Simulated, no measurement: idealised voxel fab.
process module | voxel wiring stack
cross-section cut | 230 nm wide | cells 5 nm
A cross-section is a grid of square cells, given in bands from the top down. A band is one or more rows of cells.
Each band's line starts with the height of the band's top and of its bottom, in nm. Then come its materials from left to right, each with its width in nm. One material with "throughout" fills the band from edge to edge. "air" is empty space.
Height 0 is the level under which the wafer as received is all one material. The lowest band goes on downwards, as in "0 down".
A width such as "30 to 40" changes by the same amount from each row of cells to the next, from the band's top row to its bottom row.
"no change" after a step means that no cell of the cross-section changed.
closed voids: empty space of 8 cells or more with no open way to the top, each as width x height at its distance from the left edge, in nm
after a step's settings: what the simulator itself notes on the step
overlay nm, on a step with a mask: how far to the right of its planned place the mask lay; to the left if negative
plan
1 op RECEIVE | material Si
2 op CONFORMAL_DEP | material SiO2 | thk nm 10
3 op DIRECTIONAL_DEP | material TiN | thk nm 5
4 op DIRECTIONAL_DEP | material Ru | thk nm 25
5 op MASKED_ETCH | tone cover | mask id METAL_1 | width nm 25 | pitch nm 40 | etch materials Ru | depth nm 25 | overlay nm 0
6 op MASKED_ETCH | tone cover | mask id METAL_1 | width nm 25 | pitch nm 40 | etch materials TiN | depth nm 5 | overlay nm 0
7 op CONFORMAL_DEP | material SiN | thk nm 5
8 op FILL_DEP | material lowk | thk nm 10
9 op CMP | height nm 40
10 op CONFORMAL_DEP | material SiCN | thk nm 5
11 op DIRECTIONAL_DEP | material SiO2 | thk nm 15
12 op DIRECTIONAL_DEP | material aC | thk nm 15
13 op PATTERN | tone open | mask id PLUG_1 | material resist | width nm 15 | pitch nm 80 | thk nm 35 | overlay nm 0
14 op DIRECTIONAL_ETCH | etch materials aC | depth nm 15
15 op STRIP | etch materials resist
16 op DIRECTIONAL_ETCH | etch materials SiO2 | depth nm 15
17 op DIRECTIONAL_ETCH | etch materials SiCN | depth nm 5
18 op STRIP | etch materials aC
19 op CONFORMAL_DEP | material TiN | thk nm 5
20 op FILL_DEP | material Ru | thk nm 5
21 op CMP | height nm 60
22 op DIRECTIONAL_DEP | material TiN | thk nm 5
23 op DIRECTIONAL_DEP | material Ru | thk nm 20
24 op MASKED_ETCH | tone cover | mask id METAL_2 | width nm 25 | pitch nm 40 | etch materials Ru | depth nm 20 | overlay nm 0
25 op MASKED_ETCH | tone cover | mask id METAL_2 | width nm 25 | pitch nm 40 | etch materials TiN | depth nm 5 | overlay nm 0
26 op CONFORMAL_DEP | material SiN | thk nm 5
27 op FILL_DEP | material lowk | thk nm 10
28 op CMP | height nm 85
29 op CONFORMAL_DEP | material SiCN | thk nm 5
first wafer, as planned
as received, after step 1
  0 down: Si throughout
  closed voids: none
after step 2
  10 to 0: SiO2 throughout
  below 0: unchanged
after step 3
  15 to 10: TiN throughout
  below 10: unchanged
after step 4
  40 to 15: Ru throughout
  below 15: unchanged
after step 5
  40 to 15: air 40 | Ru 25 | air 15 | Ru 25 | air 15 | Ru 25 | air 15 | Ru 25 | air 45
  below 15: unchanged
after step 6
  40 to 15: air 40 | Ru 25 | air 15 | Ru 25 | air 15 | Ru 25 | air 15 | Ru 25 | air 45
  15 to 10: air 40 | TiN 25 | air 15 | TiN 25 | air 15 | TiN 25 | air 15 | TiN 25 | air 45
  below 10: unchanged
after step 7
  45 to 40: air 35 | SiN 35 | air 5 | SiN 35 | air 5 | SiN 35 | air 5 | SiN 35 | air 40
  40 to 15: air 35 | SiN 5 | Ru 25 | SiN 5 | air 5 | SiN 5 | Ru 25 | SiN 5 | air 5 | SiN 5 | Ru 25 | SiN 5 | air 5 | SiN 5 | Ru 25 | SiN 5 | air 40
  15 to 10: SiN 40 | TiN 25 | SiN 15 | TiN 25 | SiN 15 | TiN 25 | SiN 15 | TiN 25 | SiN 45
  below 10: unchanged
after step 8
  55 to 45: lowk throughout
  45 to 40: lowk 35 | SiN 35 | lowk 5 | SiN 35 | lowk 5 | SiN 35 | lowk 5 | SiN 35 | lowk 40
  40 to 15: lowk 35 | SiN 5 | Ru 25 | SiN 5 | lowk 5 | SiN 5 | Ru 25 | SiN 5 | lowk 5 | SiN 5 | Ru 25 | SiN 5 | lowk 5 | SiN 5 | Ru 25 | SiN 5 | lowk 40
  below 15: unchanged
after step 9
  40 to 15: lowk 35 | SiN 5 | Ru 25 | SiN 5 | lowk 5 | SiN 5 | Ru 25 | SiN 5 | lowk 5 | SiN 5 | Ru 25 | SiN 5 | lowk 5 | SiN 5 | Ru 25 | SiN 5 | lowk 40
  below 15: unchanged
after step 10
  45 to 40: SiCN throughout
  below 40: unchanged
after step 11
  60 to 45: SiO2 throughout
  below 45: unchanged
after step 12
  75 to 60: aC throughout
  below 60: unchanged
after step 13
  110 to 75: resist 40 | air 15 | resist 65 | air 15 | resist 95
  below 75: unchanged
after step 14
  95 to 75: resist 40 | air 15 | resist 65 | air 15 | resist 95
  75 to 60: aC 40 | air 15 | aC 65 | air 15 | aC 95
  below 60: unchanged
after step 15
  75 to 60: aC 40 | air 15 | aC 65 | air 15 | aC 95
  below 60: unchanged
after step 16
  75 to 60: aC 40 | air 15 | aC 65 | air 15 | aC 95
  60 to 45: SiO2 40 | air 15 | SiO2 65 | air 15 | SiO2 95
  below 45: unchanged
after step 17
  75 to 60: aC 40 | air 15 | aC 65 | air 15 | aC 95
  60 to 45: SiO2 40 | air 15 | SiO2 65 | air 15 | SiO2 95
  45 to 40: SiCN 40 | air 15 | SiCN 65 | air 15 | SiCN 95
  below 40: unchanged
after step 18
  60 to 45: SiO2 40 | air 15 | SiO2 65 | air 15 | SiO2 95
  below 45: unchanged
after step 19
  65 to 60: TiN 45 | air 5 | TiN 75 | air 5 | TiN 100
  60 to 45: SiO2 40 | TiN 5 | air 5 | TiN 5 | SiO2 65 | TiN 5 | air 5 | TiN 5 | SiO2 95
  45 to 40: SiCN 40 | TiN 15 | SiCN 65 | TiN 15 | SiCN 95
  below 40: unchanged
after step 20
  70 to 65: Ru throughout
  65 to 60: TiN 45 | Ru 5 | TiN 75 | Ru 5 | TiN 100
  60 to 45: SiO2 40 | TiN 5 | Ru 5 | TiN 5 | SiO2 65 | TiN 5 | Ru 5 | TiN 5 | SiO2 95
  below 45: unchanged
after step 21
  60 to 45: SiO2 40 | TiN 5 | Ru 5 | TiN 5 | SiO2 65 | TiN 5 | Ru 5 | TiN 5 | SiO2 95
  below 45: unchanged
after step 22
  65 to 60: TiN throughout
  below 60: unchanged
after step 23
  85 to 65: Ru throughout
  below 65: unchanged
after step 24
  85 to 65: air 40 | Ru 25 | air 15 | Ru 25 | air 15 | Ru 25 | air 15 | Ru 25 | air 45
  below 65: unchanged
after step 25
  85 to 65: air 40 | Ru 25 | air 15 | Ru 25 | air 15 | Ru 25 | air 15 | Ru 25 | air 45
  65 to 60: air 40 | TiN 25 | air 15 | TiN 25 | air 15 | TiN 25 | air 15 | TiN 25 | air 45
  below 60: unchanged
after step 26
  90 to 85: air 35 | SiN 35 | air 5 | SiN 35 | air 5 | SiN 35 | air 5 | SiN 35 | air 40
  85 to 65: air 35 | SiN 5 | Ru 25 | SiN 5 | air 5 | SiN 5 | Ru 25 | SiN 5 | air 5 | SiN 5 | Ru 25 | SiN 5 | air 5 | SiN 5 | Ru 25 | SiN 5 | air 40
  65 to 60: SiN 40 | TiN 25 | SiN 15 | TiN 25 | SiN 15 | TiN 25 | SiN 15 | TiN 25 | SiN 45
  below 60: unchanged
after step 27
  100 to 90: lowk throughout
  90 to 85: lowk 35 | SiN 35 | lowk 5 | SiN 35 | lowk 5 | SiN 35 | lowk 5 | SiN 35 | lowk 40
  85 to 65: lowk 35 | SiN 5 | Ru 25 | SiN 5 | lowk 5 | SiN 5 | Ru 25 | SiN 5 | lowk 5 | SiN 5 | Ru 25 | SiN 5 | lowk 5 | SiN 5 | Ru 25 | SiN 5 | lowk 40
  below 65: unchanged
after step 28
  85 to 65: lowk 35 | SiN 5 | Ru 25 | SiN 5 | lowk 5 | SiN 5 | Ru 25 | SiN 5 | lowk 5 | SiN 5 | Ru 25 | SiN 5 | lowk 5 | SiN 5 | Ru 25 | SiN 5 | lowk 40
  below 65: unchanged
after step 29
  90 to 85: SiCN throughout
  below 85: unchanged
second wafer: like start, like plan, one mistake. Through step 2 it matches the first wafer
when step 3 should have ended
  35 to 10: Ru throughout
  below 10: unchanged
when step 4 should have ended
  40 to 35: TiN throughout
  below 35: unchanged
when step 5 should have ended: no change
when step 6 should have ended
  40 to 35: air 40 | TiN 25 | air 15 | TiN 25 | air 15 | TiN 25 | air 15 | TiN 25 | air 45
  below 35: unchanged
when step 7 should have ended
  45 to 40: air 35 | SiN 35 | air 5 | SiN 35 | air 5 | SiN 35 | air 5 | SiN 35 | air 40
  40 to 35: SiN 40 | TiN 25 | SiN 15 | TiN 25 | SiN 15 | TiN 25 | SiN 15 | TiN 25 | SiN 45
  below 35: unchanged
when step 8 should have ended
  55 to 45: lowk throughout
  45 to 40: lowk 35 | SiN 35 | lowk 5 | SiN 35 | lowk 5 | SiN 35 | lowk 5 | SiN 35 | lowk 40
  below 40: unchanged
when step 9 should have ended
  40 to 35: SiN 40 | TiN 25 | SiN 15 | TiN 25 | SiN 15 | TiN 25 | SiN 15 | TiN 25 | SiN 45
  below 35: unchanged
when step 10 should have ended
  45 to 40: SiCN throughout
  below 40: unchanged
when step 11 should have ended
  60 to 45: SiO2 throughout
  below 45: unchanged
when step 12 should have ended
  75 to 60: aC throughout
  below 60: unchanged
when step 13 should have ended
  110 to 75: resist 40 | air 15 | resist 65 | air 15 | resist 95
  below 75: unchanged
when step 14 should have ended
  95 to 75: resist 40 | air 15 | resist 65 | air 15 | resist 95
  75 to 60: aC 40 | air 15 | aC 65 | air 15 | aC 95
  below 60: unchanged
when step 15 should have ended
  75 to 60: aC 40 | air 15 | aC 65 | air 15 | aC 95
  below 60: unchanged
when step 16 should have ended
  75 to 60: aC 40 | air 15 | aC 65 | air 15 | aC 95
  60 to 45: SiO2 40 | air 15 | SiO2 65 | air 15 | SiO2 95
  below 45: unchanged
when step 17 should have ended
  75 to 60: aC 40 | air 15 | aC 65 | air 15 | aC 95
  60 to 45: SiO2 40 | air 15 | SiO2 65 | air 15 | SiO2 95
  45 to 40: SiCN 40 | air 15 | SiCN 65 | air 15 | SiCN 95
  below 40: unchanged
when step 18 should have ended
  60 to 45: SiO2 40 | air 15 | SiO2 65 | air 15 | SiO2 95
  below 45: unchanged
when step 19 should have ended
  65 to 60: TiN 45 | air 5 | TiN 75 | air 5 | TiN 100
  60 to 45: SiO2 40 | TiN 5 | air 5 | TiN 5 | SiO2 65 | TiN 5 | air 5 | TiN 5 | SiO2 95
  45 to 40: SiCN 40 | TiN 15 | SiCN 65 | TiN 15 | SiCN 95
  below 40: unchanged
when step 20 should have ended
  70 to 65: Ru throughout
  65 to 60: TiN 45 | Ru 5 | TiN 75 | Ru 5 | TiN 100
  60 to 45: SiO2 40 | TiN 5 | Ru 5 | TiN 5 | SiO2 65 | TiN 5 | Ru 5 | TiN 5 | SiO2 95
  below 45: unchanged
when step 21 should have ended
  60 to 45: SiO2 40 | TiN 5 | Ru 5 | TiN 5 | SiO2 65 | TiN 5 | Ru 5 | TiN 5 | SiO2 95
  below 45: unchanged
when step 22 should have ended
  65 to 60: TiN throughout
  below 60: unchanged
when step 23 should have ended
  85 to 65: Ru throughout
  below 65: unchanged
when step 24 should have ended
  85 to 65: air 40 | Ru 25 | air 15 | Ru 25 | air 15 | Ru 25 | air 15 | Ru 25 | air 45
  below 65: unchanged
when step 25 should have ended
  85 to 65: air 40 | Ru 25 | air 15 | Ru 25 | air 15 | Ru 25 | air 15 | Ru 25 | air 45
  65 to 60: air 40 | TiN 25 | air 15 | TiN 25 | air 15 | TiN 25 | air 15 | TiN 25 | air 45
  below 60: unchanged
when step 26 should have ended
  90 to 85: air 35 | SiN 35 | air 5 | SiN 35 | air 5 | SiN 35 | air 5 | SiN 35 | air 40
  85 to 65: air 35 | SiN 5 | Ru 25 | SiN 5 | air 5 | SiN 5 | Ru 25 | SiN 5 | air 5 | SiN 5 | Ru 25 | SiN 5 | air 5 | SiN 5 | Ru 25 | SiN 5 | air 40
  65 to 60: SiN 40 | TiN 25 | SiN 15 | TiN 25 | SiN 15 | TiN 25 | SiN 15 | TiN 25 | SiN 45
  below 60: unchanged
when step 27 should have ended
  100 to 90: lowk throughout
  90 to 85: lowk 35 | SiN 35 | lowk 5 | SiN 35 | lowk 5 | SiN 35 | lowk 5 | SiN 35 | lowk 40
  85 to 65: lowk 35 | SiN 5 | Ru 25 | SiN 5 | lowk 5 | SiN 5 | Ru 25 | SiN 5 | lowk 5 | SiN 5 | Ru 25 | SiN 5 | lowk 5 | SiN 5 | Ru 25 | SiN 5 | lowk 40
  below 65: unchanged
when step 28 should have ended
  85 to 65: lowk 35 | SiN 5 | Ru 25 | SiN 5 | lowk 5 | SiN 5 | Ru 25 | SiN 5 | lowk 5 | SiN 5 | Ru 25 | SiN 5 | lowk 5 | SiN 5 | Ru 25 | SiN 5 | lowk 40
  below 65: unchanged
when step 29 should have ended
  90 to 85: SiCN throughout
  below 85: unchanged
what went wrong: steps 3 and 4 were swapped
at the end the second wafer has, in cells: 130 more of Ru | 40 fewer of SiN | 90 fewer of lowk
